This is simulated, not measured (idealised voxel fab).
Process module in this document: voxel wiring stack
Square cell edge 5 nm, section width 255 nm, ID cut.
Each cross-section below is a grid of square cells, stated as bands in top-down order, with one or more rows of cells making up each band. In this notation a band is specified by the heights of its top and bottom, in that order and in nm, after which its materials appear from left to right, each paired with its width in nm. The word "all across" attached to a single material means that material fills the band from edge to edge; the word "empty" stands for empty space. Height is counted from the level 0, under which the received wafer is composed throughout of one material. The lowest of the bands is not closed at the bottom but continues downward, in the notation "top 0, no bottom". A width such as "30 to 40" changes by the same amount from each row of cells to the next, from the band's top row to its bottom row. The designation "no alterations made", where it is given for a processing step, indicates that no cell of the cross-section was altered in the course of that step. You'll see "Entrapped voids" listing empty spaces that have no way open to the top, as long as they're 8 cells or more; the notation is width x height at distance, where the distance is from the left edge, and all of it is in nm. Anything after a step's settings on that line? It's the simulator's own note about the step. overlay nm: right-of-plan distance of the mask on a masked step; negative values mean left-of-plan.

### Set out below are the planned steps of the process
1,RECEIVE,material Si
2,CONFORMAL_DEP,material SiO2,thk nm 15
3,CONFORMAL_DEP,material SiN,thk nm 5
4,DIRECTIONAL_DEP,material SiO2,thk nm 15
5,DIRECTIONAL_DEP,material aC,thk nm 15
6,PATTERN,tone open,mask id METAL_1,material resist,width nm 20,pitch nm 35,thk nm 35,overlay nm 0
7,DIRECTIONAL_ETCH,etch materials aC,depth nm 15
8,STRIP,etch materials resist
9,DIRECTIONAL_ETCH,etch materials SiO2,depth nm 15
10,DIRECTIONAL_ETCH,etch materials SiN,depth nm 5
11,STRIP,etch materials aC
12,CONFORMAL_DEP,material TiN,thk nm 5
13,FILL_DEP,material W,thk nm 10
14,CMP,height nm 35
15,CONFORMAL_DEP,material SiCN,thk nm 5
16,DIRECTIONAL_DEP,material SiO2,thk nm 15
17,PATTERN,tone open,mask id PLUG_1,material resist,width nm 15,pitch nm 70,thk nm 20,overlay nm 0
18,DIRECTIONAL_ETCH,etch materials SiO2,depth nm 15
19,DIRECTIONAL_ETCH,etch materials SiCN,depth nm 5
20,STRIP,etch materials resist
21,CONFORMAL_DEP,material TiN,thk nm 5
22,FILL_DEP,material Ru,thk nm 10
23,CMP,height nm 55
24,DIRECTIONAL_DEP,material TiN,thk nm 5
25,DIRECTIONAL_DEP,material Ru,thk nm 15
26,MASKED_ETCH,tone cover,mask id METAL_2,width nm 20,pitch nm 35,etch materials Ru,depth nm 15,overlay nm 0
27,MASKED_ETCH,tone cover,mask id METAL_2,width nm 20,pitch nm 35,etch materials TiN,depth nm 5,overlay nm 0
28,FILL_DEP,material SiO2,thk nm 5
29,CMP,height nm 75
30,CONFORMAL_DEP,material SiCN,thk nm 5
31,DIRECTIONAL_DEP,material SiO2,thk nm 30
32,DIRECTIONAL_DEP,material aC,thk nm 10
33,PATTERN,tone open,mask id METAL_3,material resist,width nm 20,pitch nm 35,thk nm 30,overlay nm 0
34,DIRECTIONAL_ETCH,etch materials aC,depth nm 10
35,STRIP,etch materials resist
36,DIRECTIONAL_ETCH,etch materials SiO2,depth nm 20
37,STRIP,etch materials aC
38,PATTERN,tone open,mask id METAL_3_HOLES,material resist,width nm 15,pitch nm 70,thk nm 20,overlay nm 0
39,DIRECTIONAL_ETCH,etch materials SiO2,depth nm 10
40,DIRECTIONAL_ETCH,etch materials SiCN,depth nm 5
41,STRIP,etch materials resist
42,CONFORMAL_DEP,material TiN,thk nm 5
43,FILL_DEP,material Cu,thk nm 5
44,CMP,height nm 110
45,CONFORMAL_DEP,material SiN,thk nm 5

### Incoming wafer, cross-sectional view, post step 1
* top 0, no bottom: Si all across
* Entrapped voids: none

### End-of-module cross-section of the first of two wafers, processed as planned
* top 115, bottom 110: SiN all across
* top 110, bottom 95: SiO2: 65; TiN: 5; Cu: 10; TiN: 5; SiO2: 15; TiN: 5; Cu: 10; TiN: 5; SiO2: 15; TiN: 5; Cu: 10; TiN: 5; SiO2: 15; TiN: 5; Cu: 10; TiN: 5; SiO2: 65
* top 95, bottom 90: SiO2: 65; TiN: 5; Cu: 5; TiN: 10; SiO2: 15; TiN: 20; SiO2: 15; TiN: 5; Cu: 5; TiN: 10; SiO2: 15; TiN: 20; SiO2: 65
* top 90, bottom 80: SiO2: 65; TiN: 5; Cu: 5; TiN: 5; SiO2: 55; TiN: 5; Cu: 5; TiN: 5; SiO2: 105
* top 80, bottom 75: SiCN: 65; TiN: 15; SiCN: 55; TiN: 15; SiCN: 105
* top 75, bottom 60: SiO2: 65; Ru: 20; SiO2: 15; Ru: 20; SiO2: 15; Ru: 20; SiO2: 15; Ru: 20; SiO2: 65
* top 60, bottom 55: SiO2: 65; TiN: 20; SiO2: 15; TiN: 20; SiO2: 15; TiN: 20; SiO2: 15; TiN: 20; SiO2: 65
* top 55, bottom 40: SiO2: 65; TiN: 5; Ru: 5; TiN: 5; SiO2: 55; TiN: 5; Ru: 5; TiN: 5; SiO2: 105
* top 40, bottom 35: SiCN: 65; TiN: 15; SiCN: 55; TiN: 15; SiCN: 105
* top 35, bottom 20: SiO2: 65; TiN: 5; W: 10; TiN: 5; SiO2: 15; TiN: 5; W: 10; TiN: 5; SiO2: 15; TiN: 5; W: 10; TiN: 5; SiO2: 15; TiN: 5; W: 10; TiN: 5; SiO2: 65
* top 20, bottom 15: SiN: 65; TiN: 20; SiN: 15; TiN: 20; SiN: 15; TiN: 20; SiN: 15; TiN: 20; SiN: 65
* top 15, bottom 0: SiO2 all across
* top 0, no bottom: Si all across
* Entrapped voids: none

### Cross-sectional view of the second of two wafers upon completion of the module. This wafer shared its starting condition and process plan with the first; one error was made during its execution
* top 115, bottom 110: SiN all across
* top 110, bottom 95: SiO2: 65; TiN: 5; Cu: 10; TiN: 5; SiO2: 15; TiN: 5; Cu: 10; TiN: 5; SiO2: 15; TiN: 5; Cu: 10; TiN: 5; SiO2: 15; TiN: 5; Cu: 10; TiN: 5; SiO2: 65
* top 95, bottom 90: SiO2: 65; TiN: 5; Cu: 5; TiN: 10; SiO2: 15; TiN: 20; SiO2: 15; TiN: 5; Cu: 5; TiN: 10; SiO2: 15; TiN: 20; SiO2: 65
* top 90, bottom 80: SiO2: 65; TiN: 5; Cu: 5; TiN: 5; SiO2: 55; TiN: 5; Cu: 5; TiN: 5; SiO2: 105
* top 80, bottom 75: SiCN: 65; TiN: 15; SiCN: 55; TiN: 15; SiCN: 105
* top 75, bottom 60: SiO2: 65; Ru: 20; SiO2: 15; Ru: 20; SiO2: 15; Ru: 20; SiO2: 15; Ru: 20; SiO2: 65
* top 60, bottom 55: SiO2: 65; TiN: 20; SiO2: 15; TiN: 20; SiO2: 15; TiN: 20; SiO2: 15; TiN: 20; SiO2: 65
* top 55, bottom 40: SiO2: 65; TiN: 5; Ru: 5; TiN: 5; SiO2: 55; TiN: 5; Ru: 5; TiN: 5; SiO2: 105
* top 40, bottom 35: SiCN: 65; TiN: 15; SiCN: 55; TiN: 15; SiCN: 105
* top 35, bottom 25: SiO2: 65; TiN: 5; W: 10; TiN: 5; SiO2: 15; TiN: 5; W: 10; TiN: 5; SiO2: 15; TiN: 5; W: 10; TiN: 5; SiO2: 15; TiN: 5; W: 10; TiN: 5; SiO2: 65
* top 25, bottom 20: SiO2: 65; TiN: 20; SiO2: 15; TiN: 20; SiO2: 15; TiN: 20; SiO2: 15; TiN: 20; SiO2: 65
* top 20, bottom 5: SiO2 all across
* top 5, bottom 0: SiN all across
* top 0, no bottom: Si all across
* Entrapped voids: none
The mistake made against the process plan was this: a sequencing error occurred in which plan steps 2 and 3 were transposed
Wrapping up, a cell-based count of both wafers puts the second over or under the first for these materials: SiN +16 | TiN -8 | W -8
